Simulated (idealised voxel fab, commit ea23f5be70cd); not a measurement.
The name of this process module is voxel gate over fins.
It is cross-section cut that appears here, measuring 290 nm in width, its square cells being 5 nm in size.
Notation: cross-section as square-cell grid; stated in bands, top first, going down; one or more cell rows per band.
First you get the band's top height and its bottom height, in nm, and then the materials it's made of, left to right, with each width in nm. If you see a single material with "full width", that one covers the band edge to edge. "air" is empty space.
Counting heights begins at 0, where everything beneath is, in the wafer as received, one material. The lowest band has no bottom; it goes on downwards, as "0 and below" shows.
The notation "30->40" denotes a width that varies across the rows of cells in the band, beginning at the first number in the top row, finishing at the second number in the bottom row, and changing by an identical amount from each row to the next.
Step note "everything unchanged" = no cross-section cell changed.
Closed-off voids of 8+ cells (no open route to the top) go in "Enclosed empty spaces", written width x height at distance from the left edge, in nm.
That trailing text on a step's line, after the settings, is the simulator's own remark on the step.
Regarding "overlay nm": on a step with a mask, it is the distance the mask lay to the right of its planned place; a negative value places it to the left.
# So here's the lineup of process steps we planned
1 op RECEIVE | material Si
2 op CONFORMAL_DEP | material SiN | thk nm 5
3 op DIRECTIONAL_DEP | material aC | thk nm 10
4 op PATTERN | tone cover | mask id FINS | material resist | width nm 15 | pitch nm 55 | thk nm 30 | overlay nm 0
5 op DIRECTIONAL_ETCH | etch materials aC | depth nm 10
6 op STRIP | etch materials resist
7 op DIRECTIONAL_ETCH | etch materials SiN | depth nm 5
8 op DIRECTIONAL_ETCH | etch materials Si | depth nm 35
9 op STRIP | etch materials aC
10 op FILL_DEP | material SiO2 | thk nm 15
11 op CMP | height nm 5
12 op DIRECTIONAL_DEP | material aC | thk nm 15
13 op PATTERN | tone open | mask id RAIL | material resist | width nm 15 | thk nm 35 | overlay nm 0
14 op DIRECTIONAL_ETCH | etch materials aC | depth nm 15
15 op STRIP | etch materials resist
16 op DIRECTIONAL_ETCH | etch materials SiO2 | depth nm 35
17 op STRIP | etch materials aC
18 op CONFORMAL_DEP | material TiN | thk nm 5
19 op FILL_DEP | material Ru | thk nm 5
20 op CMP | height nm 5
21 op SELECTIVE_ETCH | etch materials W Ru TiN | depth nm 20
22 op FILL_DEP | material SiO2 | thk nm 5
23 op CMP | height nm 5
24 op SELECTIVE_ETCH | etch materials SiO2 | depth nm 15
25 op STRIP | etch materials SiN
26 op CONFORMAL_DEP | material HfO2 | thk nm 5
27 op CONFORMAL_DEP | material TiN | thk nm 5
28 op CONFORMAL_DEP | material TiAl | thk nm 5
29 op CONFORMAL_DEP | material TiN | thk nm 5
30 op FILL_DEP | material W | thk nm 15
31 op CMP | height nm 30
32 op CONFORMAL_DEP | material SiCN | thk nm 10
For clarity, it should be stated that the wafers under discussion commence in an identical condition and differ with respect to the width nm of step 4, the plan indicating the value that the first wafer had.
# Received wafers, first of several: cross-section after step 1
	0 and below: Si full width
	Enclosed empty spaces: none
# Cross-section after step 32, the final step of the module, for the first of several wafers
	40 down to 30: SiCN full width
	30 down to 20: W full width
	20 down to 15: W (90) / TiN (110) / W (90)
	15 down to 10: W (90) / TiN (5) / TiAl (45) / TiN (10) / TiAl (45) / TiN (5) / W (90)
	10 down to 5: TiN (95) / TiAl (5) / TiN (35) / TiAl (5) / TiN (10) / TiAl (5) / TiN (35) / TiAl (5) / TiN (95)
	5 down to 0: TiAl (100) / TiN (5) / HfO2 (25) / TiN (5) / TiAl (20) / TiN (5) / HfO2 (25) / TiN (5) / TiAl (100)
	0 down to -5: TiN (105) / HfO2 (5) / Si (15) / HfO2 (5) / TiN (30) / HfO2 (5) / Si (15) / HfO2 (5) / TiN (105)
	-5 down to -10: HfO2 (110) / Si (15) / HfO2 (40) / Si (15) / HfO2 (110)
	-10 down to -15: SiO2 (110) / Si (15) / SiO2 (40) / Si (15) / SiO2 (110)
	-15 down to -25: SiO2 (110) / Si (15) / SiO2 (10) / TiN (5) / Ru (5) / TiN (5) / SiO2 (15) / Si (15) / SiO2 (110)
	-25 down to -30: SiO2 (110) / Si (15) / SiO2 (10) / TiN (15) / SiO2 (15) / Si (15) / SiO2 (110)
	-30 down to -35: SiO2 (110) / Si (15) / SiO2 (40) / Si (15) / SiO2 (110)
	-35 and below: Si full width
	Enclosed empty spaces: none
# Final wafer cross-section at module end
	40 down to 30: SiCN full width
	30 down to 20: W full width
	20 down to 15: W (85) / TiN (125) / W (80)
	15 down to 10: W (85) / TiN (5) / TiAl (115) / TiN (5) / W (80)
	10 down to 5: TiN (90) / TiAl (5) / TiN (50) / TiAl (5) / TiN (50) / TiAl (5) / TiN (85)
	5 down to 0: TiAl (95) / TiN (5) / HfO2 (40) / TiN (5) / TiAl (5) / TiN (5) / HfO2 (40) / TiN (5) / TiAl (90)
	0 down to -5: TiN (100) / HfO2 (5) / Si (30) / HfO2 (5) / TiN (15) / HfO2 (5) / Si (30) / HfO2 (5) / TiN (95)
	-5 down to -10: HfO2 (105) / Si (30) / HfO2 (25) / Si (30) / HfO2 (100)
	-10 down to -15: SiO2 (105) / Si (30) / SiO2 (25) / Si (30) / SiO2 (100)
	-15 down to -25: SiO2 (105) / Si (30) / TiN (5) / Ru (5) / TiN (5) / SiO2 (10) / Si (30) / SiO2 (100)
	-25 down to -30: SiO2 (105) / Si (30) / TiN (15) / SiO2 (10) / Si (30) / SiO2 (100)
	-30 down to -35: SiO2 (105) / Si (30) / SiO2 (25) / Si (30) / SiO2 (100)
	-35 and below: Si full width
	Enclosed empty spaces: none
# Every row in this table is a wafer at the end of the module, and it gives, for each of the materials, the cells that wafer has gained (+) or lost (-) since it was received, then its closed voids
width nm 15 | +66 HfO2 | +2 Ru | -364 Si | +116 SiCN | +251 SiO2 | +66 TiAl | +139 TiN | +188 W | Enclosed empty spaces: none
width nm 20 | +66 HfO2 | +2 Ru | -350 Si | +116 SiCN | +241 SiO2 | +66 TiAl | +137 TiN | +186 W | Enclosed empty spaces: none
width nm 25 | +66 HfO2 | +2 Ru | -336 Si | +116 SiCN | +231 SiO2 | +66 TiAl | +135 TiN | +184 W | Enclosed empty spaces: none
width nm 30 | +66 HfO2 | +2 Ru | -322 Si | +116 SiCN | +221 SiO2 | +64 TiAl | +135 TiN | +182 W | Enclosed empty spaces: none
